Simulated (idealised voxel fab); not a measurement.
The document below concerns the process module designated voxel transistor to metal.
Shown is cross-section cut, with a width of 275 nm and square cells of size 5 nm.
This document writes a cross-section as a grid whose cells are square, and gives it as bands, listed from the top down; one or more rows of cells form a band. First you get the band's top height and its bottom height, in nm, and then the materials it's made of, left to right, with each width in nm. If you see a single material with "everywhere", that one covers the band edge to edge. "air" is empty space. Convention: height 0 is the level below which the wafer, as received, is all one material. The lowest band does not terminate at the bottom but continues downward, represented as "0 -> down". Read "30 to 40" as a graded width: first number on top, second number at the bottom, same change between each pair of neighbouring rows. A step reported as "remains unaltered" is a step in which no cell of the cross-section changed. Closed empty spaces (no open way to the top) of 8 cells or more are what "Closed void list" lists, each as width x height at distance from the left edge, nm for all three. That trailing text on a step's line, after the settings, is the simulator's own remark on the step. If you see "overlay nm" on a step's line and that step has a mask, it's telling you how far right of where it was planned the mask ended up; a negative number means it went left instead.
### Process steps foreseen in the plan
1: RECEIVE with material Si
2: CONFORMAL_DEP with material SiO2, thk nm 5
3: CONFORMAL_DEP with material SiN, thk nm 10
4: DIRECTIONAL_DEP with material aC, thk nm 10
5: PATTERN with tone cover, mask id ACTIVE, material resist, width nm 105, pitch nm 125, thk nm 30, overlay nm 0
6: DIRECTIONAL_ETCH with etch materials aC, depth nm 10
7: STRIP with etch materials resist
8: DIRECTIONAL_ETCH with etch materials SiN, depth nm 10
9: DIRECTIONAL_ETCH with etch materials SiO2, depth nm 5
10: DIRECTIONAL_ETCH with etch materials Si, depth nm 20
11: STRIP with etch materials aC
12: OXIDIZE with depth nm 5
13: FILL_DEP with material SiO2, thk nm 15
14: CMP with height nm 15
15: SELECTIVE_ETCH with etch materials SiO2, depth nm 10
16: STRIP with etch materials SiN
17: SELECTIVE_ETCH with etch materials SiO2, depth nm 5
18: OXIDIZE with depth nm 5
19: DIRECTIONAL_DEP with material polySi, thk nm 25
20: DIRECTIONAL_DEP with material SiCN, thk nm 15
21: PATTERN with tone cover, mask id GATE, material resist, width nm 25, pitch nm 125, thk nm 15, overlay nm 0
22: DIRECTIONAL_ETCH with etch materials SiCN, depth nm 25
23: DIRECTIONAL_ETCH with etch materials polySi, depth nm 35
24: STRIP with etch materials resist
25: CONFORMAL_DEP with material SiO2, thk nm 5
26: DIRECTIONAL_ETCH with etch materials SiO2, depth nm 5
27: CONFORMAL_DEP with material SiN, thk nm 10
28: DIRECTIONAL_ETCH with etch materials SiN, depth nm 10
29: DIRECTIONAL_ETCH with etch materials SiO2, depth nm 5
30: EPI with material SiGe, thk nm 5
31: FILL_DEP with material SiO2, thk nm 10
32: CMP with height nm 25
33: STRIP with etch materials polySi
34: SELECTIVE_ETCH with etch materials SiO2, depth nm 5
35: CONFORMAL_DEP with material HfO2, thk nm 5
36: CONFORMAL_DEP with material TiN, thk nm 5
37: FILL_DEP with material W, thk nm 5
38: CMP with height nm 20
39: DIRECTIONAL_DEP with material SiO2, thk nm 10
40: MASKED_ETCH with tone open, mask id CONTACT, width nm 15, etch materials SiO2, depth nm 30, overlay nm 0
41: CONFORMAL_DEP with material TiN, thk nm 5
42: FILL_DEP with material Ru, thk nm 5
43: CMP with height nm 30
44: DIRECTIONAL_DEP with material TiN, thk nm 5
45: DIRECTIONAL_DEP with material Ru, thk nm 25
46: PATTERN with tone cover, mask id METAL_1, material resist, width nm 15, thk nm 20, overlay nm 0
47: DIRECTIONAL_ETCH with etch materials Ru, depth nm 25
48: DIRECTIONAL_ETCH with etch materials TiN, depth nm 5
49: STRIP with etch materials resist
50: FILL_DEP with material lowk, thk nm 5
51: CMP with height nm 60
52: CONFORMAL_DEP with material SiN, thk nm 5
### Cross-section of the incoming wafer, state after step 1
* 0 -> down | Si everywhere
* Closed void list: none
### The first of the two wafers as seen in cross-section once the module was finished; processing followed the plan
* 65 -> 60 | SiN everywhere
* 60 -> 35 | lowk (25) / Ru (15) / lowk (65) / Ru (15) / lowk (30) / Ru (15) / lowk (65) / Ru (15) / lowk (30)
* 35 -> 30 | lowk (25) / TiN (15) / lowk (65) / TiN (15) / lowk (30) / TiN (15) / lowk (65) / TiN (15) / lowk (30)
* 30 -> 20 | SiO2 (25) / TiN (5) / Ru (5) / TiN (5) / SiO2 (65) / TiN (5) / Ru (5) / TiN (5) / SiO2 (30) / TiN (5) / Ru (5) / TiN (5) / SiO2 (65) / TiN (5) / Ru (5) / TiN (5) / SiO2 (30)
* 20 -> 5 | SiO2 (25) / TiN (5) / Ru (5) / TiN (5) / SiO2 (5) / SiN (10) / HfO2 (5) / TiN (5) / W (15) / TiN (5) / HfO2 (5) / SiN (10) / SiO2 (5) / TiN (5) / Ru (5) / TiN (5) / SiO2 (30) / TiN (5) / Ru (5) / TiN (5) / SiO2 (5) / SiN (10) / HfO2 (5) / TiN (5) / W (15) / TiN (5) / HfO2 (5) / SiN (10) / SiO2 (5) / TiN (5) / Ru (5) / TiN (5) / SiO2 (30)
* 5 -> 0 | SiO2 (25) / TiN (15) / SiO2 (5) / SiN (10) / HfO2 (5) / TiN (25) / HfO2 (5) / SiN (10) / SiO2 (5) / TiN (15) / SiO2 (30) / TiN (15) / SiO2 (5) / SiN (10) / HfO2 (5) / TiN (25) / HfO2 (5) / SiN (10) / SiO2 (5) / TiN (15) / SiO2 (30)
* 0 -> -5 | SiO2 (20) / SiGe (25) / SiO2 (10) / HfO2 (35) / SiO2 (10) / SiGe (25) / SiO2 (20) / SiGe (25) / SiO2 (10) / HfO2 (35) / SiO2 (10) / SiGe (25) / SiO2 (25)
* -5 -> -25 | SiO2 (25) / Si (95) / SiO2 (30) / Si (95) / SiO2 (30)
* -25 -> down | Si everywhere
* Closed void list: none
### Cross-section, wafer two of two, end of module: same start and plan as wafer one, one error in execution
* 65 -> 60 | SiN everywhere
* 60 -> 35 | lowk (25) / Ru (15) / lowk (65) / Ru (15) / lowk (30) / Ru (15) / lowk (65) / Ru (15) / lowk (30)
* 35 -> 30 | lowk (25) / TiN (15) / lowk (65) / TiN (15) / lowk (30) / TiN (15) / lowk (65) / TiN (15) / lowk (30)
* 30 -> 20 | SiO2 (25) / TiN (5) / Ru (5) / TiN (5) / SiO2 (65) / TiN (5) / Ru (5) / TiN (5) / SiO2 (30) / TiN (5) / Ru (5) / TiN (5) / SiO2 (65) / TiN (5) / Ru (5) / TiN (5) / SiO2 (30)
* 20 -> 5 | SiO2 (25) / TiN (5) / Ru (5) / TiN (5) / SiO2 (10) / SiN (5) / HfO2 (5) / TiN (5) / W (15) / TiN (5) / HfO2 (5) / SiN (5) / SiO2 (10) / TiN (5) / Ru (5) / TiN (5) / SiO2 (30) / TiN (5) / Ru (5) / TiN (5) / SiO2 (10) / SiN (5) / HfO2 (5) / TiN (5) / W (15) / TiN (5) / HfO2 (5) / SiN (5) / SiO2 (10) / TiN (5) / Ru (5) / TiN (5) / SiO2 (30)
* 5 -> 0 | SiO2 (25) / TiN (15) / SiO2 (10) / SiN (5) / HfO2 (5) / TiN (25) / HfO2 (5) / SiN (5) / SiO2 (10) / TiN (15) / SiO2 (30) / TiN (15) / SiO2 (10) / SiN (5) / HfO2 (5) / TiN (25) / HfO2 (5) / SiN (5) / SiO2 (10) / TiN (15) / SiO2 (30)
* 0 -> -5 | SiO2 (20) / SiGe (30) / SiO2 (5) / HfO2 (35) / SiO2 (5) / SiGe (30) / SiO2 (20) / SiGe (30) / SiO2 (5) / HfO2 (35) / SiO2 (5) / SiGe (30) / SiO2 (25)
* -5 -> -25 | SiO2 (25) / Si (95) / SiO2 (30) / Si (95) / SiO2 (30)
* -25 -> down | Si everywhere
* Closed void list: none
Plan not followed: step 27 did not happen as planned, as run it was CONFORMAL_DEP with material SiN, thk nm 5
End of process, cell counts, second wafer against first, materials with more or fewer: SiGe: 4 more; SiN: 16 fewer; SiO2: 12 more
